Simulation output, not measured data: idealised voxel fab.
This section sets out a process module, namely voxel ribs on slabs.
For reference, the cross-section in this document is cut, with width 205 nm and square cells of 5 nm.
Heads up, the way a cross-section reads in here is a grid of square cells, handed over as bands from the top down, with every band being one or more rows of cells. Within each band entry, the heights of the top and of the bottom of the band appear first, in that order and in nm; the materials of the band then follow from left to right, each with its corresponding width in nm. The designation "all across" on a single material indicates that it fills the band from edge to edge; the designation "empty" indicates empty space. Basically, 0 is our baseline, since under it the wafer straight out of the box is all one material. The bottom band has no lower end and keeps on going down, so it looks like "z 0 and below". The two numbers in a width such as "30 to 40" mark its ends across the band: the first belongs to the top row of cells, the second to the bottom row, and from each row to the next the width moves by the same amount. Basically "identical to before" means that step didn't change any cell in the cross-section. The label "Listed closed voids" introduces a list of the empty spaces, 8 cells or larger, that have no open way up to the top; each entry in it reads width x height at distance, where the distance is taken from the left edge and all three are stated in nm. Step line, after settings: the simulator's comment on this step. The setting "overlay nm" may be written on the line of a step. When the step uses a mask, the value reports how far to the right of the planned place the mask lay, and a negative value reports that it lay to the left.

# Steps planned for the process
1) RECEIVE (material Si)
2) DIRECTIONAL_DEP (material SiO2; thk nm 30)
3) DIRECTIONAL_DEP (material polySi; thk nm 25)
4) MASKED_ETCH (tone cover; mask id RIB; width nm 30; etch materials polySi; depth nm 5; overlay nm 0)
5) DIRECTIONAL_DEP (material aC; thk nm 15)
6) PATTERN (tone cover; mask id SLAB; material resist; width nm 70; thk nm 35; overlay nm 0)
7) DIRECTIONAL_ETCH (etch materials aC; depth nm 15)
8) STRIP (etch materials resist)
9) DIRECTIONAL_ETCH (etch materials polySi; depth nm 20)
10) STRIP (etch materials aC)
11) FILL_DEP (material SiO2; thk nm 25)
12) CMP (height nm 70)
13) DIRECTIONAL_DEP (material W; thk nm 10)
14) MASKED_ETCH (tone cover; mask id HEATER; width nm 40; etch materials W; depth nm 10; overlay nm 0)
15) CONFORMAL_DEP (material SiN; thk nm 5)

# Cross-section, incoming material, after step 1
> z 0 and below | Si all across
> Listed closed voids: none

# Figure: cross-sectional view of the wafer upon completion of the module, processed from the initial state and according to the plan depicted above, with one error introduced during execution
> z 85 to 80 | empty (80), SiN (50), empty (75)
> z 80 to 75 | empty (80), SiN (5), W (40), SiN (5), empty (75)
> z 75 to 70 | SiN (85), W (40), SiN (80)
> z 70 to 55 | SiO2 all across
> z 55 to 50 | SiO2 (85), polySi (30), SiO2 (90)
> z 50 to 30 | SiO2 (65), polySi (70), SiO2 (70)
> z 30 to 0 | SiO2 all across
> z 0 and below | Si all across
> Listed closed voids: none
What went wrong in running the wafer? step 14 off recipe, ran as MASKED_ETCH (tone cover; mask id HEATER; width nm 40; etch materials W; depth nm 10; overlay nm 5)
